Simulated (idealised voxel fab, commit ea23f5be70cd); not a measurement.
The following is a process module called voxel trench capacitor.
Cross-sectional view cut (width: 165 nm; square cell size: 5 nm).
Reading order for cross-sections: top band down to bottom band. Underlying form: a grid of square cells. Band size: one or more rows of cells. In this notation a band is specified by the heights of its top and bottom, in that order and in nm, after which its materials appear from left to right, each paired with its width in nm. The word "edge to edge" attached to a single material means that material fills the band from edge to edge; the word "air" stands for empty space. The reference from which all heights are counted is 0, the level beneath which the as-received wafer is entirely one material; the lowest band, having no lower bound, proceeds downward and is written after the example "0 and below". Quick explanation for "30 to 40": the width changes in equal steps down the rows of cells, from the first number in the band's top row to the second number in its bottom row. The designation "no alterations made", where it is given for a processing step, indicates that no cell of the cross-section was altered in the course of that step. Listed in "Enclosed void catalog": every empty space of 8 or more cells without an open way to the top. Form: width x height at distance, the distance being from the left edge, all in nm. Read whatever lies past the settings on a step's line as the simulator's own remark about the step. The "overlay nm" setting may appear on a step's line; for a step that uses a mask, it gives how far to the right of its planned position the mask lay, and a negative value indicates the left.

### Process steps (planned)
1: RECEIVE | material Si
2: CONFORMAL_DEP | material SiN | thk nm 5
3: PATTERN | tone open | mask id TRENCH | material resist | width nm 20 | pitch nm 45 | thk nm 15 | overlay nm 0
4: DIRECTIONAL_ETCH | etch materials SiN | depth nm 5
5: DIRECTIONAL_ETCH | etch materials Si | depth nm 25
6: STRIP | etch materials resist
7: CONFORMAL_DEP | material SiO2 | thk nm 5
8: FILL_DEP | material polySi | thk nm 10
9: CMP | height nm 5

### On the first of the two wafers: run conducted according to plan

### Cross-section of the incoming wafer, state after step 1
- 0 and below | Si edge to edge
- Enclosed void catalog: none

### Wafer after step 2 (cross-section)
- 5 down to 0 | SiN edge to edge
- Under the height 0 nothing was changed.

### Wafer after step 3 (cross-section)
- 20 down to 5 | resist (50) / air (20) / resist (25) / air (20) / resist (50)
- Under the height 5 nothing was changed.

### Wafer after step 4 (cross-section)
- 20 down to 5 | resist (50) / air (20) / resist (25) / air (20) / resist (50)
- 5 down to 0 | SiN (50) / air (20) / SiN (25) / air (20) / SiN (50)
- Under the height 0 nothing was changed.

### Wafer after step 5 (cross-section)
- 20 down to 5 | resist (50) / air (20) / resist (25) / air (20) / resist (50)
- 5 down to 0 | SiN (50) / air (20) / SiN (25) / air (20) / SiN (50)
- 0 down to -25 | Si (50) / air (20) / Si (25) / air (20) / Si (50)
- Under the height -25 nothing was changed.

### Wafer after step 6 (cross-section)
- 5 down to 0 | SiN (50) / air (20) / SiN (25) / air (20) / SiN (50)
- Under the height 0 nothing was changed.

### Wafer after step 7 (cross-section)
- 10 down to 5 | SiO2 (55) / air (10) / SiO2 (35) / air (10) / SiO2 (55)
- 5 down to 0 | SiN (50) / SiO2 (5) / air (10) / SiO2 (5) / SiN (25) / SiO2 (5) / air (10) / SiO2 (5) / SiN (50)
- 0 down to -20 | Si (50) / SiO2 (5) / air (10) / SiO2 (5) / Si (25) / SiO2 (5) / air (10) / SiO2 (5) / Si (50)
- -20 down to -25 | Si (50) / SiO2 (20) / Si (25) / SiO2 (20) / Si (50)
- Under the height -25 nothing was changed.

### Wafer after step 8 (cross-section)
- 20 down to 10 | polySi edge to edge
- 10 down to 5 | SiO2 (55) / polySi (10) / SiO2 (35) / polySi (10) / SiO2 (55)
- 5 down to 0 | SiN (50) / SiO2 (5) / polySi (10) / SiO2 (5) / SiN (25) / SiO2 (5) / polySi (10) / SiO2 (5) / SiN (50)
- 0 down to -20 | Si (50) / SiO2 (5) / polySi (10) / SiO2 (5) / Si (25) / SiO2 (5) / polySi (10) / SiO2 (5) / Si (50)
- Under the height -20 nothing was changed.

### Wafer after step 9 (cross-section)
- 5 down to 0 | SiN (50) / SiO2 (5) / polySi (10) / SiO2 (5) / SiN (25) / SiO2 (5) / polySi (10) / SiO2 (5) / SiN (50)
- Under the height 0 nothing was changed.

### For the second wafer, take the first wafer's start and plan, then add one mistake made in running it; everything through step 1, that step included, is shared with the first

### Second wafer, cut view, end of step 2 per plan
- 5 down to 0 | polySi edge to edge
- Under the height 0 nothing was changed.

### Second wafer, cut view, end of step 3 per plan
- 20 down to 5 | resist (50) / air (20) / resist (25) / air (20) / resist (50)
- Under the height 5 nothing was changed.

Second wafer, cut view, end of step 4 per plan: no alterations made

### Second wafer, cut view, end of step 5 per plan
- 20 down to 5 | resist (50) / air (20) / resist (25) / air (20) / resist (50)
- 5 down to 0 | polySi (50) / air (20) / polySi (25) / air (20) / polySi (50)
- 0 down to -20 | Si (50) / air (20) / Si (25) / air (20) / Si (50)
- Under the height -20 nothing was changed.

### Second wafer, cut view, end of step 6 per plan
- 5 down to 0 | polySi (50) / air (20) / polySi (25) / air (20) / polySi (50)
- Under the height 0 nothing was changed.

### Second wafer, cut view, end of step 7 per plan
- 10 down to 5 | SiO2 (55) / air (10) / SiO2 (35) / air (10) / SiO2 (55)
- 5 down to 0 | polySi (50) / SiO2 (5) / air (10) / SiO2 (5) / polySi (25) / SiO2 (5) / air (10) / SiO2 (5) / polySi (50)
- 0 down to -15 | Si (50) / SiO2 (5) / air (10) / SiO2 (5) / Si (25) / SiO2 (5) / air (10) / SiO2 (5) / Si (50)
- -15 down to -20 | Si (50) / SiO2 (20) / Si (25) / SiO2 (20) / Si (50)
- Under the height -20 nothing was changed.

### Second wafer, cut view, end of step 8 per plan
- 20 down to 10 | polySi edge to edge
- 10 down to 5 | SiO2 (55) / polySi (10) / SiO2 (35) / polySi (10) / SiO2 (55)
- 5 down to 0 | polySi (50) / SiO2 (5) / polySi (10) / SiO2 (5) / polySi (25) / SiO2 (5) / polySi (10) / SiO2 (5) / polySi (50)
- 0 down to -15 | Si (50) / SiO2 (5) / polySi (10) / SiO2 (5) / Si (25) / SiO2 (5) / polySi (10) / SiO2 (5) / Si (50)
- Under the height -15 nothing was changed.

### Second wafer, cut view, end of step 9 per plan
- 5 down to 0 | polySi (50) / SiO2 (5) / polySi (10) / SiO2 (5) / polySi (25) / SiO2 (5) / polySi (10) / SiO2 (5) / polySi (50)
- Under the height 0 nothing was changed.
Diagnosis: heads up, step 2 didn't go per plan, it actually ran as CONFORMAL_DEP | material polySi | thk nm 5
End of process, cell counts, second wafer against first, materials with more or fewer: 8 more of Si; 25 fewer of SiN; 4 fewer of SiO2; 21 more of polySi
